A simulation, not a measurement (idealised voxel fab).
Process module heading - voxel ribs on slabs
The width of the displayed cross-section, cut, is 260 nm; its cells are square, with a size of 5 nm.
Heads up, the way a cross-section reads in here is a grid of square cells, handed over as bands from the top down, with every band being one or more rows of cells.
In this notation a band is specified by the heights of its top and bottom, in that order and in nm, after which its materials appear from left to right, each paired with its width in nm. The word "all across" attached to a single material means that material fills the band from edge to edge; the word "empty" stands for empty space.
Below 0: as-received wafer, all one material; heights counted from there. Lowest band: no bottom, goes on down, written "0..down".
Width "30..40": first value at the band's top row of cells, second value at its bottom row, equal change from row to row.
Reading "no modifications" for a step: not a cell of the cross-section changed in it.
"Encapsulated voids" specifies each empty space that is not open to the top and that occupies no fewer than 8 cells, using the form width x height at distance, the distance measured from the left edge and all three quantities in nm.
Step line, after settings: the simulator's comment on this step.
"overlay nm" answers the question of how far to the right of plan the mask lay on a step that has a mask, and when it is negative the answer is to the left.

PROCESS STEPS FORESEEN IN THE PLAN
1: RECEIVE (material Si)
2: DIRECTIONAL_DEP (material SiO2; thk nm 30)
3: DIRECTIONAL_DEP (material SiN; thk nm 15)
4: PATTERN (tone cover; mask id RIB; material resist; width nm 20; thk nm 15; overlay nm 0)
5: DIRECTIONAL_ETCH (etch materials SiN; depth nm 10)
6: STRIP (etch materials resist)
7: PATTERN (tone cover; mask id SLAB; material resist; width nm 50; thk nm 20; overlay nm 0)
8: DIRECTIONAL_ETCH (etch materials SiN; depth nm 5)
9: STRIP (etch materials resist)
10: FILL_DEP (material SiO2; thk nm 20)
11: CMP (height nm 60)
12: DIRECTIONAL_DEP (material W; thk nm 5)
13: PATTERN (tone cover; mask id HEATER; material resist; width nm 30; thk nm 20; overlay nm 0)
14: DIRECTIONAL_ETCH (etch materials W; depth nm 5)
15: STRIP (etch materials resist)
16: CONFORMAL_DEP (material SiN; thk nm 10)

BELOW: THE FIRST OF TWO WAFERS, RUN AS PLANNED

STEP 1 COMPLETE: CROSS-SECTION OF THE WAFER AS RECEIVED
  0..down = Si all across
  Encapsulated voids: none

WAFER XSEC, POST STEP 2
  30..0 = SiO2 all across
  Below 0, the layers are the same as they were.

WAFER XSEC, POST STEP 3
  45..30 = SiN all across
  Below 30, the layers are the same as they were.

WAFER XSEC, POST STEP 4
  60..45 = empty 120  resist 20  empty 120
  Below 45, the layers are the same as they were.

WAFER XSEC, POST STEP 5
  60..45 = empty 120  resist 20  empty 120
  45..35 = empty 120  SiN 20  empty 120
  Below 35, the layers are the same as they were.

WAFER XSEC, POST STEP 6
  45..35 = empty 120  SiN 20  empty 120
  Below 35, the layers are the same as they were.

WAFER XSEC, POST STEP 7
  65..45 = empty 105  resist 50  empty 105
  45..35 = empty 105  resist 15  SiN 20  resist 15  empty 105
  Below 35, the layers are the same as they were.

WAFER XSEC, POST STEP 8
  65..45 = empty 105  resist 50  empty 105
  45..35 = empty 105  resist 15  SiN 20  resist 15  empty 105
  35..30 = empty 105  SiN 50  empty 105
  Below 30, the layers are the same as they were.

WAFER XSEC, POST STEP 9
  45..35 = empty 120  SiN 20  empty 120
  Below 35, the layers are the same as they were.

WAFER XSEC, POST STEP 10
  65..45 = SiO2 all across
  45..35 = SiO2 120  SiN 20  SiO2 120
  35..30 = SiO2 105  SiN 50  SiO2 105
  Below 30, the layers are the same as they were.

WAFER XSEC, POST STEP 11
  60..45 = SiO2 all across
  Below 45, the layers are the same as they were.

WAFER XSEC, POST STEP 12
  65..60 = W all across
  Below 60, the layers are the same as they were.

WAFER XSEC, POST STEP 13
  85..65 = empty 115  resist 30  empty 115
  Below 65, the layers are the same as they were.

WAFER XSEC, POST STEP 14
  85..65 = empty 115  resist 30  empty 115
  65..60 = empty 115  W 30  empty 115
  Below 60, the layers are the same as they were.

WAFER XSEC, POST STEP 15
  65..60 = empty 115  W 30  empty 115
  Below 60, the layers are the same as they were.

WAFER XSEC, POST STEP 16
  75..70 = empty 105  SiN 50  empty 105
  70..65 = SiN all across
  65..60 = SiN 115  W 30  SiN 115
  Below 60, the layers are the same as they were.

SECOND OF TWO: SAME START, SAME PLAN, ONE RUN ERROR; STEPS UP TO AND INCLUDING 15 MATCH THE FIRST

Cross-section of the second wafer when, according to plan, step 16 should have finished: no modifications
Deviation noted in wafer processing: step 16 was dropped from the plan's execution and never run
Counted in cells at the end, the second wafer holds more or fewer of these materials than the first: SiN -108
